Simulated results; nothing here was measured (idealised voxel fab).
The name of this process module is voxel self aligned vias.
Section cut is 300 nm wide and gridded with 5 nm square cells.
Reading order for cross-sections: top band down to bottom band. Underlying form: a grid of square cells. Band size: one or more rows of cells. Basically the band line says how high the top is and how high the bottom is, in nm, and then what's in it from left to right, every material with its width in nm. Empty space shows up as "blank", and if a single material carries "throughout" it runs the full band edge to edge. Heights are measured from 0, the level below which the as-received wafer is all one material; the lowest band has no bottom and continues downward, written as in "top 0, no bottom". Width spec "30->40" -> top row of cells at first value, bottom row at second value, equal per-row change in between. When a step is marked "nothing changed", none of the cells in the cross-section changed during that step. Enclosed voids (no open way to top), threshold 8 cells or more, entry "Voids lacking openings", notation width x height at distance, distance from left edge, nm. Step line, after settings: the simulator's comment on this step. overlay nm: on a step with a mask, how far right of its planned place the mask lay; negative means left.
### Process steps (planned)
1) RECEIVE (material Si)
2) CONFORMAL_DEP (material SiO2; thk nm 10)
3) CONFORMAL_DEP (material SiCN; thk nm 5)
4) DIRECTIONAL_DEP (material lowk; thk nm 20)
5) DIRECTIONAL_DEP (material aC; thk nm 10)
6) PATTERN (tone open; mask id LINES; material resist; width nm 20; pitch nm 70; thk nm 30; overlay nm 0)
7) DIRECTIONAL_ETCH (etch materials aC; depth nm 10)
8) STRIP (etch materials resist)
9) DIRECTIONAL_ETCH (etch materials lowk; depth nm 20)
10) STRIP (etch materials aC)
11) CONFORMAL_DEP (material TiN; thk nm 5)
12) FILL_DEP (material W; thk nm 10)
13) CMP (height nm 35)
14) SELECTIVE_ETCH (etch materials W Ru TiN; depth nm 5)
15) FILL_DEP (material SiN; thk nm 5)
16) CMP (height nm 35)
17) DIRECTIONAL_DEP (material lowk; thk nm 20)
18) PATTERN (tone open; mask id VIAS; material resist; width nm 40; thk nm 20; overlay nm 0)
19) DIRECTIONAL_ETCH (etch materials lowk; depth nm 20)
20) DIRECTIONAL_ETCH (etch materials SiN; depth nm 5)
21) STRIP (etch materials resist)
22) CONFORMAL_DEP (material TiN; thk nm 5)
23) FILL_DEP (material W; thk nm 10)
24) CMP (height nm 55)
25) CONFORMAL_DEP (material SiN; thk nm 5)
### As-received state of the wafer in cross-section, equivalent to post-step 1
* top 0, no bottom  Si throughout
* Voids lacking openings: none
### The plan above was carried out on the starting structure above with one mistake, and this cross-section shows the wafer at the end of the module
* top 60, bottom 55  SiN throughout
* top 55, bottom 35  lowk=95, then TiN=5, then W=30, then TiN=5, then lowk=165
* top 35, bottom 30  lowk=95, then TiN=40, then lowk=40, then SiN=20, then lowk=105
* top 30, bottom 20  lowk=95, then TiN=15, then W=10, then TiN=15, then lowk=40, then TiN=5, then W=10, then TiN=5, then lowk=105
* top 20, bottom 15  lowk=95, then TiN=40, then lowk=40, then TiN=20, then lowk=105
* top 15, bottom 10  SiCN throughout
* top 10, bottom 0  SiO2 throughout
* top 0, no bottom  Si throughout
* Voids lacking openings: none
Nonconformance to the process plan: the plan had its step 19 run twice
